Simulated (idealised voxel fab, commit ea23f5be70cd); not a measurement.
This section sets out a process module, namely voxel wiring stack.
Section cut is 180 nm wide and gridded with 5 nm square cells.
How to read a cross-section here: the picture is a grid of square cells, written as bands going from the top down, and any band can span one or more rows of cells.
Band: top and bottom heights (nm) first, top before bottom; then materials from left to right, widths in nm. "edge to edge" marks a sole material filling the band edge to edge. "blank" denotes empty space.
Zero point of the height axis is 0; under it, received wafer = one material. Lowest band: continues down indefinitely, "from 0 down".
Think of "30->40" as a width that walks from the first number to the second as you go down the band, top row to bottom row, taking equal-sized steps from row to row.
"remained the same" means the step left every cell of the cross-section as it was.
Listed in "Trapped cavities": every empty space of 8 or more cells without an open way to the top. Form: width x height at distance, the distance being from the left edge, all in nm.
If you see something after the settings on a step's line, that's the simulator's own remark about that step.
The line of a step may include "overlay nm". On a step with a mask, this value is how far to the right of its planned place the mask lay. A negative value means the mask lay to the left.

Below is the list of planned process steps
step 1: RECEIVE (material Si)
step 2: CONFORMAL_DEP (material SiO2; thk nm 10)
step 3: DIRECTIONAL_DEP (material TiN; thk nm 5)
step 4: DIRECTIONAL_DEP (material Ru; thk nm 15)
step 5: DIRECTIONAL_DEP (material aC; thk nm 15)
step 6: PATTERN (tone cover; mask id METAL_1; material resist; width nm 20; pitch nm 50; thk nm 35; overlay nm 0)
step 7: DIRECTIONAL_ETCH (etch materials aC; depth nm 15)
step 8: STRIP (etch materials resist)
step 9: DIRECTIONAL_ETCH (etch materials Ru; depth nm 15)
step 10: DIRECTIONAL_ETCH (etch materials TiN; depth nm 5)
step 11: STRIP (etch materials aC)
step 12: FILL_DEP (material SiO2; thk nm 10)
step 13: CMP (height nm 30)
step 14: CONFORMAL_DEP (material SiCN; thk nm 5)
step 15: DIRECTIONAL_DEP (material lowk; thk nm 15)
step 16: MASKED_ETCH (tone open; mask id PLUG_1; width nm 15; pitch nm 100; etch materials lowk; depth nm 15; overlay nm 0)
step 17: MASKED_ETCH (tone open; mask id PLUG_1; width nm 15; pitch nm 100; etch materials SiCN; depth nm 5; overlay nm 0)
step 18: CONFORMAL_DEP (material TiN; thk nm 5)
step 19: FILL_DEP (material Cu; thk nm 10)
step 20: CMP (height nm 50)
step 21: CONFORMAL_DEP (material SiCN; thk nm 5)
step 22: DIRECTIONAL_DEP (material SiO2; thk nm 15)
step 23: MASKED_ETCH (tone open; mask id METAL_2; width nm 20; pitch nm 50; etch materials SiO2; depth nm 15; overlay nm 0)
step 24: MASKED_ETCH (tone open; mask id METAL_2; width nm 20; pitch nm 50; etch materials SiCN; depth nm 5; overlay nm 0)
step 25: CONFORMAL_DEP (material TiN; thk nm 5)
step 26: FILL_DEP (material Ru; thk nm 5)
step 27: CMP (height nm 70)
step 28: CONFORMAL_DEP (material SiCN; thk nm 5)
step 29: DIRECTIONAL_DEP (material SiO2; thk nm 15)
step 30: MASKED_ETCH (tone open; mask id PLUG_2; width nm 15; pitch nm 100; etch materials SiO2; depth nm 15; overlay nm 0)
step 31: MASKED_ETCH (tone open; mask id PLUG_2; width nm 15; pitch nm 100; etch materials SiCN; depth nm 5; overlay nm 0)
step 32: EPI (material Ru; thk nm 10)
step 33: EPI (material Ru; thk nm 10)
step 34: CONFORMAL_DEP (material SiN; thk nm 5)
step 35: DIRECTIONAL_DEP (material lowk; thk nm 15)
step 36: MASKED_ETCH (tone open; mask id METAL_3; width nm 20; pitch nm 50; etch materials lowk; depth nm 15; overlay nm 0)
step 37: MASKED_ETCH (tone open; mask id METAL_3; width nm 20; pitch nm 50; etch materials SiN; depth nm 5; overlay nm 0)
step 38: CONFORMAL_DEP (material TiN; thk nm 5)
step 39: FILL_DEP (material Cu; thk nm 10)
step 40: CMP (height nm 110)
step 41: EPI (material Ru; thk nm 5)
step 42: FILL_DEP (material SiCN; thk nm 5)
step 43: DIRECTIONAL_DEP (material SiO2; thk nm 25)
step 44: MASKED_ETCH (tone open; mask id METAL_4; width nm 20; pitch nm 50; etch materials SiO2; depth nm 15; overlay nm 0)
step 45: MASKED_ETCH (tone open; mask id METAL_4_HOLES; width nm 15; pitch nm 50; etch materials SiO2; depth nm 10; overlay nm 0)
step 46: MASKED_ETCH (tone open; mask id METAL_4_HOLES; width nm 15; pitch nm 50; etch materials SiCN; depth nm 5; overlay nm 0)
step 47: CONFORMAL_DEP (material TiN; thk nm 5)
step 48: FILL_DEP (material Cu; thk nm 10)
step 49: CMP (height nm 145)
step 50: CONFORMAL_DEP (material SiN; thk nm 5)

As received, after step 1
	from 0 down | Si edge to edge
	Trapped cavities: none

End-of-module cross-section of the first of two wafers, processed as planned
	from 150 to 145 | SiN edge to edge
	from 145 to 135 | 30 of SiO2 / 5 of TiN / 10 of Cu / 5 of TiN / 30 of SiO2 / 5 of TiN / 10 of Cu / 5 of TiN / 30 of SiO2 / 5 of TiN / 10 of Cu / 5 of TiN / 30 of SiO2
	from 135 to 130 | 30 of SiO2 / 5 of TiN / 5 of Cu / 10 of TiN / 30 of SiO2 / 5 of TiN / 5 of Cu / 10 of TiN / 30 of SiO2 / 5 of TiN / 5 of Cu / 10 of TiN / 30 of SiO2
	from 130 to 120 | 30 of SiO2 / 5 of TiN / 5 of Cu / 5 of TiN / 35 of SiO2 / 5 of TiN / 5 of Cu / 5 of TiN / 35 of SiO2 / 5 of TiN / 5 of Cu / 5 of TiN / 35 of SiO2
	from 120 to 115 | 30 of SiCN / 15 of TiN / 35 of SiCN / 15 of TiN / 35 of SiCN / 15 of TiN / 35 of SiCN
	from 115 to 110 | 25 of SiCN / 30 of Ru / 20 of SiCN / 30 of Ru / 20 of SiCN / 30 of Ru / 25 of SiCN
	from 110 to 95 | 30 of lowk / 5 of TiN / 10 of Cu / 5 of TiN / 30 of lowk / 5 of TiN / 10 of Cu / 5 of TiN / 30 of lowk / 5 of TiN / 10 of Cu / 5 of TiN / 30 of lowk
	from 95 to 90 | 30 of SiN / 20 of TiN / 30 of SiN / 20 of TiN / 30 of SiN / 20 of TiN / 30 of SiN
	from 90 to 75 | 30 of SiO2 / 15 of Ru / 85 of SiO2 / 15 of Ru / 35 of SiO2
	from 75 to 70 | 30 of SiCN / 15 of Ru / 85 of SiCN / 15 of Ru / 35 of SiCN
	from 70 to 55 | 30 of SiO2 / 5 of TiN / 10 of Ru / 5 of TiN / 30 of SiO2 / 5 of TiN / 10 of Ru / 5 of TiN / 30 of SiO2 / 5 of TiN / 10 of Ru / 5 of TiN / 30 of SiO2
	from 55 to 50 | 30 of SiCN / 20 of TiN / 30 of SiCN / 20 of TiN / 30 of SiCN / 20 of TiN / 30 of SiCN
	from 50 to 35 | 30 of lowk / 5 of TiN / 5 of Cu / 5 of TiN / 85 of lowk / 5 of TiN / 5 of Cu / 5 of TiN / 35 of lowk
	from 35 to 30 | 30 of SiCN / 15 of TiN / 85 of SiCN / 15 of TiN / 35 of SiCN
	from 30 to 15 | 30 of SiO2 / 20 of Ru / 30 of SiO2 / 20 of Ru / 30 of SiO2 / 20 of Ru / 30 of SiO2
	from 15 to 10 | 30 of SiO2 / 20 of TiN / 30 of SiO2 / 20 of TiN / 30 of SiO2 / 20 of TiN / 30 of SiO2
	from 10 to 0 | SiO2 edge to edge
	from 0 down | Si edge to edge
	Trapped cavities: none

This is the second of the two wafers, cross-sectioned at the end of the module; it started exactly like the first and was given the same plan, but it was run with one mistake
	from 150 to 145 | SiN edge to edge
	from 145 to 135 | 30 of SiO2 / 5 of TiN / 10 of Cu / 5 of TiN / 30 of SiO2 / 5 of TiN / 10 of Cu / 5 of TiN / 30 of SiO2 / 5 of TiN / 10 of Cu / 5 of TiN / 30 of SiO2
	from 135 to 130 | 30 of SiO2 / 5 of TiN / 5 of Cu / 10 of TiN / 30 of SiO2 / 5 of TiN / 5 of Cu / 10 of TiN / 30 of SiO2 / 5 of TiN / 5 of Cu / 10 of TiN / 30 of SiO2
	from 130 to 120 | 30 of SiO2 / 5 of TiN / 5 of Cu / 5 of TiN / 35 of SiO2 / 5 of TiN / 5 of Cu / 5 of TiN / 35 of SiO2 / 5 of TiN / 5 of Cu / 5 of TiN / 35 of SiO2
	from 120 to 115 | 30 of SiCN / 15 of TiN / 35 of SiCN / 15 of TiN / 35 of SiCN / 15 of TiN / 35 of SiCN
	from 115 to 110 | 25 of SiCN / 30 of Ru / 20 of SiCN / 30 of Ru / 20 of SiCN / 30 of Ru / 25 of SiCN
	from 110 to 95 | 30 of lowk / 5 of TiN / 10 of Cu / 5 of TiN / 30 of lowk / 5 of TiN / 10 of Cu / 5 of TiN / 30 of lowk / 5 of TiN / 10 of Cu / 5 of TiN / 30 of lowk
	from 95 to 90 | 30 of SiN / 20 of TiN / 30 of SiN / 20 of TiN / 30 of SiN / 20 of TiN / 30 of SiN
	from 90 to 75 | 30 of SiO2 / 15 of Ru / 85 of SiO2 / 15 of Ru / 35 of SiO2
	from 75 to 70 | 30 of SiCN / 15 of Ru / 85 of SiCN / 15 of Ru / 35 of SiCN
	from 70 to 60 | 25 of SiO2 / 5 of TiN / 10 of Ru / 5 of TiN / 30 of SiO2 / 5 of TiN / 10 of Ru / 5 of TiN / 30 of SiO2 / 5 of TiN / 10 of Ru / 5 of TiN / 35 of SiO2
	from 60 to 55 | 25 of SiO2 / 10 of TiN / 5 of Ru / 5 of TiN / 30 of SiO2 / 10 of TiN / 5 of Ru / 5 of TiN / 30 of SiO2 / 10 of TiN / 5 of Ru / 5 of TiN / 35 of SiO2
	from 55 to 50 | 30 of SiCN / 15 of TiN / 35 of SiCN / 15 of TiN / 35 of SiCN / 15 of TiN / 35 of SiCN
	from 50 to 35 | 30 of lowk / 5 of TiN / 5 of Cu / 5 of TiN / 85 of lowk / 5 of TiN / 5 of Cu / 5 of TiN / 35 of lowk
	from 35 to 30 | 30 of SiCN / 15 of TiN / 85 of SiCN / 15 of TiN / 35 of SiCN
	from 30 to 15 | 30 of SiO2 / 20 of Ru / 30 of SiO2 / 20 of Ru / 30 of SiO2 / 20 of Ru / 30 of SiO2
	from 15 to 10 | 30 of SiO2 / 20 of TiN / 30 of SiO2 / 20 of TiN / 30 of SiO2 / 20 of TiN / 30 of SiO2
	from 10 to 0 | SiO2 edge to edge
	from 0 down | Si edge to edge
	Trapped cavities: none
The plan and the run diverged here: contrary to plan, step 23 was performed as MASKED_ETCH (tone open; mask id METAL_2; width nm 20; pitch nm 50; etch materials SiO2; depth nm 15; overlay nm -5)
Looking at both finished wafers in cells, the second ends up ahead of or behind the first on some materials: Ru: 3 fewer; SiCN: 3 more
